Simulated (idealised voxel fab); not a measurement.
The following is a process module called voxel wiring stack.
Xsec cut, 270 nm wide, square cell size 5 nm.
Bands, listed from the top down, are how a cross-section gets written in this document; the cross-section itself is a grid of square cells, and a band is one or more rows of them.
It is stipulated that each band's entry specify, in nanometres, the height of the top of the band and then that of its bottom, followed by the materials of the band in left-to-right sequence, each together with its width in nanometres. A single material marked by the word "all across" is understood to fill the band from edge to edge; the word "empty" is understood to denote empty space.
Where do heights start? At 0: under that level the wafer as delivered is made of one material only. And the lowest band has no floor; it just carries on downward, as in "from 0 down".
Graded width ("30 to 40"): value in top row of band = first number; value in bottom row = second number; row-to-row change constant.
Take "all unchanged" at face value: in the step it is given for, the cross-section changed in none of its cells.
This entry, "Unvented internal voids", enumerates those empty regions of no fewer than 8 cells that possess no open connection to the top. Each region is reported in the form width x height at distance, the distance being taken from the left edge, with all three quantities expressed in nm.
Post-settings text on a step line: simulator's own remark regarding the step.
On any step carrying a mask, the "overlay nm" setting, if present on the step's line, tells how far right of its planned place the mask lay; negative values point to the left.
# Process steps foreseen in the plan
1 RECEIVE,material Si
2 CONFORMAL_DEP,material SiO2,thk nm 10
3 CONFORMAL_DEP,material SiCN,thk nm 5
4 DIRECTIONAL_DEP,material SiO2,thk nm 20
5 MASKED_ETCH,tone open,mask id METAL_1,width nm 20,pitch nm 45,etch materials SiO2,depth nm 20,overlay nm 0
6 MASKED_ETCH,tone open,mask id METAL_1,width nm 20,pitch nm 45,etch materials SiCN,depth nm 5,overlay nm 0
7 CONFORMAL_DEP,material TiN,thk nm 5
8 FILL_DEP,material Cu,thk nm 10
9 CMP,height nm 35
10 CONFORMAL_DEP,material SiCN,thk nm 5
11 DIRECTIONAL_DEP,material SiO2,thk nm 30
12 PATTERN,tone open,mask id METAL_2_HOLES,material resist,width nm 15,pitch nm 90,thk nm 15,overlay nm 0
13 DIRECTIONAL_ETCH,etch materials SiO2,depth nm 30
14 STRIP,etch materials resist
15 DIRECTIONAL_DEP,material aC,thk nm 10
16 PATTERN,tone open,mask id METAL_2,material resist,width nm 20,pitch nm 45,thk nm 25,overlay nm 0
17 DIRECTIONAL_ETCH,etch materials aC,depth nm 10
18 STRIP,etch materials resist
19 DIRECTIONAL_ETCH,etch materials SiO2,depth nm 20
20 DIRECTIONAL_ETCH,etch materials SiCN,depth nm 5
21 STRIP,etch materials aC
22 CONFORMAL_DEP,material TiN,thk nm 5
23 FILL_DEP,material Cu,thk nm 5
24 CMP,height nm 70
25 CONFORMAL_DEP,material SiCN,thk nm 5
26 DIRECTIONAL_DEP,material SiO2,thk nm 35
27 PATTERN,tone open,mask id METAL_3_HOLES,material resist,width nm 15,pitch nm 45,thk nm 15,overlay nm 0
28 DIRECTIONAL_ETCH,etch materials SiO2,depth nm 35
29 STRIP,etch materials resist
30 PATTERN,tone open,mask id METAL_3,material resist,width nm 20,pitch nm 45,thk nm 15,overlay nm 0
31 DIRECTIONAL_ETCH,etch materials SiO2,depth nm 20
32 DIRECTIONAL_ETCH,etch materials SiCN,depth nm 5
33 STRIP,etch materials resist
34 CONFORMAL_DEP,material TiN,thk nm 5
35 FILL_DEP,material Cu,thk nm 5
36 CMP,height nm 110
37 CONFORMAL_DEP,material SiCN,thk nm 5
38 DIRECTIONAL_DEP,material SiO2,thk nm 20
39 DIRECTIONAL_DEP,material aC,thk nm 15
40 PATTERN,tone open,mask id PLUG_3,material resist,width nm 15,pitch nm 90,thk nm 35,overlay nm 0
41 DIRECTIONAL_ETCH,etch materials aC,depth nm 15
42 STRIP,etch materials resist
43 DIRECTIONAL_ETCH,etch materials SiO2,depth nm 20
44 DIRECTIONAL_ETCH,etch materials SiCN,depth nm 5
45 STRIP,etch materials aC
46 CONFORMAL_DEP,material TiN,thk nm 5
47 FILL_DEP,material Cu,thk nm 5
48 CMP,height nm 135
49 DIRECTIONAL_DEP,material TiN,thk nm 5
50 DIRECTIONAL_DEP,material Ru,thk nm 25
51 PATTERN,tone cover,mask id METAL_4,material resist,width nm 20,pitch nm 45,thk nm 20,overlay nm 0
52 DIRECTIONAL_ETCH,etch materials Ru,depth nm 25
53 DIRECTIONAL_ETCH,etch materials TiN,depth nm 5
54 STRIP,etch materials resist
55 FILL_DEP,material SiO2,thk nm 5
56 CMP,height nm 165
57 CONFORMAL_DEP,material SiCN,thk nm 5
# As received (post step 1): cross-section
- from 0 down | Si all across
- Unvented internal voids: none
# Cross-sectional result after module completion. Note: starting condition and plan are unchanged from above; one processing mistake was made
- from 170 to 165 | SiCN all across
- from 165 to 140 | 55 SiO2  20 Ru  25 SiO2  20 Ru  25 SiO2  20 Ru  25 SiO2  20 Ru  60 SiO2
- from 140 to 135 | 55 SiO2  20 TiN  25 SiO2  20 TiN  25 SiO2  20 TiN  25 SiO2  20 TiN  60 SiO2
- from 135 to 115 | 55 SiO2  5 TiN  5 Cu  5 TiN  75 SiO2  5 TiN  5 Cu  5 TiN  110 SiO2
- from 115 to 110 | 55 SiCN  15 TiN  75 SiCN  15 TiN  110 SiCN
- from 110 to 95 | 55 SiO2  5 TiN  10 Cu  5 TiN  25 SiO2  5 TiN  10 Cu  5 TiN  25 SiO2  5 TiN  10 Cu  5 TiN  25 SiO2  5 TiN  10 Cu  5 TiN  60 SiO2
- from 95 to 90 | 55 SiO2  5 TiN  5 Cu  10 TiN  25 SiO2  5 TiN  5 Cu  10 TiN  25 SiO2  5 TiN  5 Cu  10 TiN  25 SiO2  5 TiN  5 Cu  10 TiN  60 SiO2
- from 90 to 75 | 55 SiO2  5 TiN  5 Cu  5 TiN  30 SiO2  5 TiN  5 Cu  5 TiN  30 SiO2  5 TiN  5 Cu  5 TiN  30 SiO2  5 TiN  5 Cu  5 TiN  65 SiO2
- from 75 to 70 | 55 SiCN  15 TiN  30 SiCN  15 TiN  30 SiCN  15 TiN  30 SiCN  15 TiN  65 SiCN
- from 70 to 65 | 60 TiN  10 Cu  35 TiN  10 Cu  35 TiN  10 Cu  35 TiN  10 Cu  65 TiN
- from 65 to 50 | 55 SiO2  5 TiN  10 Cu  5 TiN  25 SiO2  5 TiN  10 Cu  5 TiN  25 SiO2  5 TiN  10 Cu  5 TiN  25 SiO2  5 TiN  10 Cu  5 TiN  60 SiO2
- from 50 to 45 | 55 SiO2  5 TiN  5 Cu  10 TiN  25 SiO2  20 TiN  25 SiO2  5 TiN  5 Cu  10 TiN  25 SiO2  20 TiN  60 SiO2
- from 45 to 40 | 55 SiO2  5 TiN  5 Cu  5 TiN  75 SiO2  5 TiN  5 Cu  5 TiN  110 SiO2
- from 40 to 35 | 55 SiCN  15 TiN  75 SiCN  15 TiN  110 SiCN
- from 35 to 15 | 55 SiO2  5 TiN  10 Cu  5 TiN  25 SiO2  5 TiN  10 Cu  5 TiN  25 SiO2  5 TiN  10 Cu  5 TiN  25 SiO2  5 TiN  10 Cu  5 TiN  60 SiO2
- from 15 to 10 | 55 SiCN  20 TiN  25 SiCN  20 TiN  25 SiCN  20 TiN  25 SiCN  20 TiN  60 SiCN
- from 10 to 0 | SiO2 all across
- from 0 down | Si all across
- Unvented internal voids: none
Misprocessing identified: step 11 was not run as planned; what actually ran was DIRECTIONAL_DEP,material SiO2,thk nm 25
